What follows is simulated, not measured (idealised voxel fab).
Module name: voxel wiring stack (process module)
The width of the displayed cross-section, cut, is 300 nm; its cells are square, with a size of 5 nm.
Cross-section spec: square-cell grid; bands listed top down; each band is one or more rows.
Band: top and bottom heights (nm) first, top before bottom; then materials from left to right, widths in nm. "edge to edge" marks a sole material filling the band edge to edge. "empty" denotes empty space.
Height is counted from the level 0, under which the received wafer is composed throughout of one material. The lowest of the bands is not closed at the bottom but continues downward, in the notation "from 0 down".
Width: "30 to 40" (first number = top row, second number = bottom row, same change from row to row of cells).
Any step labelled "nothing altered" changed none of the cells in the cross-section.
Each empty space that has no open way to the top and spans at least 8 cells appears under "Fully sealed voids" as width x height at distance, the distance counted from the left edge, all in nm.
Whatever follows a step's settings on its line is a remark the simulator itself makes about that step.
overlay nm: right-of-plan distance of the mask on a masked step; negative values mean left-of-plan.

## plan
- 1: RECEIVE: material Si
- 2: CONFORMAL_DEP: material SiO2, thk nm 15
- 3: DIRECTIONAL_DEP: material TiN, thk nm 5
- 4: DIRECTIONAL_DEP: material W, thk nm 25
- 5: DIRECTIONAL_DEP: material aC, thk nm 15
- 6: PATTERN: tone cover, mask id METAL_1, material resist, width nm 30, pitch nm 50, thk nm 35, overlay nm 0
- 7: DIRECTIONAL_ETCH: etch materials aC, depth nm 15
- 8: STRIP: etch materials resist
- 9: DIRECTIONAL_ETCH: etch materials W, depth nm 25
- 10: DIRECTIONAL_ETCH: etch materials TiN, depth nm 5
- 11: STRIP: etch materials aC
- 12: CONFORMAL_DEP: material SiCN, thk nm 5
- 13: FILL_DEP: material lowk, thk nm 10
- 14: CMP: height nm 45
- 15: CONFORMAL_DEP: material SiCN, thk nm 5
- 16: DIRECTIONAL_DEP: material SiO2, thk nm 15
- 17: DIRECTIONAL_DEP: material aC, thk nm 10
- 18: PATTERN: tone open, mask id PLUG_1, material resist, width nm 15, pitch nm 50, thk nm 30, overlay nm 0
- 19: DIRECTIONAL_ETCH: etch materials aC, depth nm 10
- 20: STRIP: etch materials resist
- 21: DIRECTIONAL_ETCH: etch materials SiO2, depth nm 15
- 22: DIRECTIONAL_ETCH: etch materials SiCN, depth nm 5
- 23: STRIP: etch materials aC
- 24: EPI: material Ru, thk nm 10
- 25: EPI: material Ru, thk nm 10
- 26: DIRECTIONAL_DEP: material TiN, thk nm 5
- 27: DIRECTIONAL_DEP: material Ru, thk nm 15
- 28: PATTERN: tone cover, mask id METAL_2, material resist, width nm 20, pitch nm 50, thk nm 15, overlay nm 0
- 29: DIRECTIONAL_ETCH: etch materials Ru, depth nm 15
- 30: DIRECTIONAL_ETCH: etch materials TiN, depth nm 5
- 31: STRIP: etch materials resist
- 32: CONFORMAL_DEP: material SiN, thk nm 5
- 33: FILL_DEP: material lowk, thk nm 10
- 34: CMP: height nm 85
- 35: CONFORMAL_DEP: material SiN, thk nm 5
The wafers are alike at the start. At step 28, their width nm differs. The plan lists the first wafer's value.

## Cut through the first of several wafers as received, post step 1
	from 0 down  Si edge to edge
	Fully sealed voids: none

## Module end state after final step 35: cross-section of the first of several wafers
	from 90 to 85  SiN edge to edge
	from 85 to 70  85 of lowk, then 5 of SiN, then 20 of Ru, then 5 of SiN, then 20 of lowk, then 5 of SiN, then 20 of Ru, then 5 of SiN, then 20 of lowk, then 5 of SiN, then 20 of Ru, then 5 of SiN, then 85 of lowk
	from 70 to 65  90 of SiN, then 20 of TiN, then 30 of SiN, then 20 of TiN, then 30 of SiN, then 20 of TiN, then 90 of SiN
	from 65 to 50  85 of SiO2, then 15 of Ru, then 35 of SiO2, then 15 of Ru, then 35 of SiO2, then 15 of Ru, then 100 of SiO2
	from 50 to 45  85 of SiCN, then 15 of Ru, then 35 of SiCN, then 15 of Ru, then 35 of SiCN, then 15 of Ru, then 100 of SiCN
	from 45 to 20  80 of lowk, then 5 of SiCN, then 30 of W, then 5 of SiCN, then 10 of lowk, then 5 of SiCN, then 30 of W, then 5 of SiCN, then 10 of lowk, then 5 of SiCN, then 30 of W, then 5 of SiCN, then 80 of lowk
	from 20 to 15  85 of SiCN, then 30 of TiN, then 20 of SiCN, then 30 of TiN, then 20 of SiCN, then 30 of TiN, then 85 of SiCN
	from 15 to 0  SiO2 edge to edge
	from 0 down  Si edge to edge
	Fully sealed voids: none

## Cross-section at module completion, last wafer
	from 90 to 85  SiN edge to edge
	from 85 to 70  80 of lowk, then 5 of SiN, then 35 of Ru, then 5 of SiN, then 5 of lowk, then 5 of SiN, then 35 of Ru, then 5 of SiN, then 5 of lowk, then 5 of SiN, then 35 of Ru, then 5 of SiN, then 75 of lowk
	from 70 to 65  85 of SiN, then 35 of TiN, then 15 of SiN, then 35 of TiN, then 15 of SiN, then 35 of TiN, then 80 of SiN
	from 65 to 50  85 of SiO2, then 15 of Ru, then 35 of SiO2, then 15 of Ru, then 35 of SiO2, then 15 of Ru, then 100 of SiO2
	from 50 to 45  85 of SiCN, then 15 of Ru, then 35 of SiCN, then 15 of Ru, then 35 of SiCN, then 15 of Ru, then 100 of SiCN
	from 45 to 20  80 of lowk, then 5 of SiCN, then 30 of W, then 5 of SiCN, then 10 of lowk, then 5 of SiCN, then 30 of W, then 5 of SiCN, then 10 of lowk, then 5 of SiCN, then 30 of W, then 5 of SiCN, then 80 of lowk
	from 20 to 15  85 of SiCN, then 30 of TiN, then 20 of SiCN, then 30 of TiN, then 20 of SiCN, then 30 of TiN, then 85 of SiCN
	from 15 to 0  SiO2 edge to edge
	from 0 down  Si edge to edge
	Fully sealed voids: none

## The following table contains a row per wafer, in which are reported, at the conclusion of the module, the cells of each material gained (+) or lost (-) since the wafer's receipt, with its closed voids given thereafter
width nm 20; +72 Ru; +123 SiCN; +126 SiN; +333 SiO2; +30 TiN; +90 W; +306 lowk; Fully sealed voids: none
width nm 25; +81 Ru; +123 SiCN; +123 SiN; +333 SiO2; +33 TiN; +90 W; +297 lowk; Fully sealed voids: none
width nm 30; +90 Ru; +123 SiCN; +120 SiN; +333 SiO2; +36 TiN; +90 W; +288 lowk; Fully sealed voids: none
width nm 35; +99 Ru; +123 SiCN; +117 SiN; +333 SiO2; +39 TiN; +90 W; +279 lowk; Fully sealed voids: none
